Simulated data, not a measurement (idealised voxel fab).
A process module follows: voxel double patterning.
We display cut, a cross-section 170 nm in width whose square cells are each 5 nm.
We lay out every cross-section as a grid of square cells and spell it out in bands from the top down, where one band means one or more rows of cells. Each band's line starts with the height of the band's top and of its bottom, in nm. Then come its materials from left to right, each with its width in nm. One material with "throughout" fills the band from edge to edge. "blank" is empty space. For the purposes of this specification, 0 denotes the height below which the wafer in its as-received condition is composed wholly of one material, and the lowermost band, lacking a lower limit, extends downward without end, as expressed in "from 0 down". A two-number width, for instance "30 to 40", indicates that the width is equal to the first number in the top row of the band and to the second number in the bottom row, and that it changes by a constant amount per row of cells. Given "nothing altered" for a step, no cell of the cross-section differs between before and after that step. Closed empty spaces (no open way to the top) of 8 cells or more are what "Unvented voids" lists, each as width x height at distance from the left edge, nm for all three. Heads up: the bit after the settings on a step's line is the simulator's remark on that step. overlay nm, on a step with a mask: how far to the right of its planned place the mask lay; to the left if negative.

THIS SECTION LISTS THE PROCESS STEPS THAT WERE PLANNED
1: RECEIVE (material Si)
2: CONFORMAL_DEP (material SiN; thk nm 5)
3: DIRECTIONAL_DEP (material SiO2; thk nm 10)
4: DIRECTIONAL_DEP (material SiCN; thk nm 5)
5: DIRECTIONAL_DEP (material aC; thk nm 10)
6: PATTERN (tone open; mask id FIRST; material resist; width nm 15; pitch nm 50; thk nm 30; overlay nm 0)
7: DIRECTIONAL_ETCH (etch materials aC; depth nm 10)
8: STRIP (etch materials resist)
9: DIRECTIONAL_ETCH (etch materials SiCN; depth nm 5)
10: STRIP (etch materials aC)
11: PATTERN (tone open; mask id SECOND; material resist; width nm 15; pitch nm 50; thk nm 20; overlay nm 0)
12: DIRECTIONAL_ETCH (etch materials SiCN; depth nm 5)
13: STRIP (etch materials resist)
14: DIRECTIONAL_ETCH (etch materials SiO2; depth nm 10)
15: STRIP (etch materials SiCN)

AS-RECEIVED WAFER CROSS-SECTION (AFTER STEP 1)
from 0 down = Si throughout
Unvented voids: none

END STATE OF THE MODULE IN CROSS-SECTION, GIVEN THE ABOVE STARTING POINT AND PLAN AND ONE MISTAKE IN EXECUTION
from 15 to 5 = SiO2 30 nm / blank 15 nm / SiO2 5 nm / blank 15 nm / SiO2 15 nm / blank 15 nm / SiO2 5 nm / blank 15 nm / SiO2 15 nm / blank 15 nm / SiO2 25 nm
from 5 to 0 = SiN throughout
from 0 down = Si throughout
Unvented voids: none
What went wrong in running the wafer? step 6, actual vs plan mismatch, actual run PATTERN (tone open; mask id FIRST; material resist; width nm 15; pitch nm 50; thk nm 30; overlay nm 5)
